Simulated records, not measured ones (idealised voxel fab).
Process module in this document: voxel fin reveal
FYI the section here is cut, 205 nm wide, cells are 5 nm squares.
Cross-section, as written here: a square-cell grid given band by band from the top down, where a band holds one or more rows of cells.
Top, bottom (nm), then materials left to right with widths (nm); lone material tagged "everywhere" fills the whole band edge to edge; "blank" = empty space.
Basically, 0 is our baseline, since under it the wafer straight out of the box is all one material. The bottom band has no lower end and keeps on going down, so it looks like "0 nm and below".
A two-number width, for instance "30->40", indicates that the width is equal to the first number in the top row of the band and to the second number in the bottom row, and that it changes by a constant amount per row of cells.
You'll sometimes find "nothing got changed" written for a step, and that's the way of saying that nowhere in the cross-section did a cell change during that step.
In the "Cavities, closed" entry, you get each enclosed empty space of 8 cells or more, one with no open way to the top, written width x height at distance, distance from the left edge, in nm.
Text after the settings on a step's line: the simulator's own remark on that step.
"overlay nm" on a masked step: distance the mask lay right of its planned place, negative for left.

**Process steps foreseen in the plan**
- 1: RECEIVE, material Si
- 2: CONFORMAL_DEP, material SiN, thk nm 5
- 3: DIRECTIONAL_DEP, material aC, thk nm 10
- 4: PATTERN, tone cover, mask id FINS, material resist, width nm 15, pitch nm 45, thk nm 30, overlay nm 0
- 5: DIRECTIONAL_ETCH, etch materials aC, depth nm 10
- 6: STRIP, etch materials resist
- 7: DIRECTIONAL_ETCH, etch materials SiN, depth nm 5
- 8: DIRECTIONAL_ETCH, etch materials Si, depth nm 35
- 9: STRIP, etch materials aC
- 10: FILL_DEP, material SiO2, thk nm 15
- 11: CMP, height nm 5
- 12: SELECTIVE_ETCH, etch materials SiO2, depth nm 15
- 13: STRIP, etch materials SiN
- 14: CONFORMAL_DEP, material HfO2, thk nm 5

**Concerning the first of two wafers, which was run in accordance with the plan**

**Cross-section, incoming material, after step 1**
    0 nm and below | Si everywhere
    Cavities, closed: none

**after step 2**
    5 nm to 0 nm | SiN everywhere
    Whatever lies below 0 is exactly as it was before.

**after step 3**
    15 nm to 5 nm | aC everywhere
    Whatever lies below 5 is exactly as it was before.

**after step 4**
    45 nm to 15 nm | blank 50  resist 15  blank 30  resist 15  blank 30  resist 15  blank 50
    Whatever lies below 15 is exactly as it was before.

**after step 5**
    35 nm to 15 nm | blank 50  resist 15  blank 30  resist 15  blank 30  resist 15  blank 50
    15 nm to 5 nm | blank 50  aC 15  blank 30  aC 15  blank 30  aC 15  blank 50
    Whatever lies below 5 is exactly as it was before.

**after step 6**
    15 nm to 5 nm | blank 50  aC 15  blank 30  aC 15  blank 30  aC 15  blank 50
    Whatever lies below 5 is exactly as it was before.

**after step 7**
    15 nm to 5 nm | blank 50  aC 15  blank 30  aC 15  blank 30  aC 15  blank 50
    5 nm to 0 nm | blank 50  SiN 15  blank 30  SiN 15  blank 30  SiN 15  blank 50
    Whatever lies below 0 is exactly as it was before.

**after step 8**
    15 nm to 5 nm | blank 50  aC 15  blank 30  aC 15  blank 30  aC 15  blank 50
    5 nm to 0 nm | blank 50  SiN 15  blank 30  SiN 15  blank 30  SiN 15  blank 50
    0 nm to -35 nm | blank 50  Si 15  blank 30  Si 15  blank 30  Si 15  blank 50
    Whatever lies below -35 is exactly as it was before.

**after step 9**
    5 nm to 0 nm | blank 50  SiN 15  blank 30  SiN 15  blank 30  SiN 15  blank 50
    Whatever lies below 0 is exactly as it was before.

**after step 10**
    20 nm to 5 nm | SiO2 everywhere
    5 nm to 0 nm | SiO2 50  SiN 15  SiO2 30  SiN 15  SiO2 30  SiN 15  SiO2 50
    0 nm to -35 nm | SiO2 50  Si 15  SiO2 30  Si 15  SiO2 30  Si 15  SiO2 50
    Whatever lies below -35 is exactly as it was before.

**after step 11**
    5 nm to 0 nm | SiO2 50  SiN 15  SiO2 30  SiN 15  SiO2 30  SiN 15  SiO2 50
    Whatever lies below 0 is exactly as it was before.

**after step 12**
    5 nm to 0 nm | blank 50  SiN 15  blank 30  SiN 15  blank 30  SiN 15  blank 50
    0 nm to -10 nm | blank 50  Si 15  blank 30  Si 15  blank 30  Si 15  blank 50
    Whatever lies below -10 is exactly as it was before.

**after step 13**
    0 nm to -10 nm | blank 50  Si 15  blank 30  Si 15  blank 30  Si 15  blank 50
    Whatever lies below -10 is exactly as it was before.

**after step 14**
    5 nm to 0 nm | blank 45  HfO2 25  blank 20  HfO2 25  blank 20  HfO2 25  blank 45
    0 nm to -5 nm | blank 45  HfO2 5  Si 15  HfO2 5  blank 20  HfO2 5  Si 15  HfO2 5  blank 20  HfO2 5  Si 15  HfO2 5  blank 45
    -5 nm to -10 nm | HfO2 50  Si 15  HfO2 30  Si 15  HfO2 30  Si 15  HfO2 50
    Whatever lies below -10 is exactly as it was before.

**Here the second wafer is described. Its start and its plan were those of the first wafer. Its run contained one mistake. Up to and including step 11, it did exactly what the first wafer did**

**when step 12 should have ended**
    5 nm to 0 nm | SiO2 50  blank 15  SiO2 30  blank 15  SiO2 30  blank 15  SiO2 50
    Whatever lies below 0 is exactly as it was before.

**when step 13 should have ended**
    0 nm to -10 nm | blank 50  Si 15  blank 30  Si 15  blank 30  Si 15  blank 50
    -10 nm to -15 nm | SiO2 35  blank 15  Si 15  blank 30  Si 15  blank 30  Si 15  blank 15  SiO2 35
    Whatever lies below -15 is exactly as it was before.

**when step 14 should have ended**
    5 nm to 0 nm | blank 45  HfO2 25  blank 20  HfO2 25  blank 20  HfO2 25  blank 45
    0 nm to -5 nm | blank 45  HfO2 5  Si 15  HfO2 5  blank 20  HfO2 5  Si 15  HfO2 5  blank 20  HfO2 5  Si 15  HfO2 5  blank 45
    -5 nm to -10 nm | HfO2 40  blank 5  HfO2 5  Si 15  HfO2 5  blank 20  HfO2 5  Si 15  HfO2 5  blank 20  HfO2 5  Si 15  HfO2 5  blank 5  HfO2 40
    -10 nm to -15 nm | SiO2 35  HfO2 15  Si 15  HfO2 30  Si 15  HfO2 30  Si 15  HfO2 15  SiO2 35
    Whatever lies below -15 is exactly as it was before.
Run error: note: step 12 <-> step 13, run order reversed vs plan
Wafer comparison, final, in cells, second relative to first, materials more or fewer: +8 HfO2; -18 SiO2
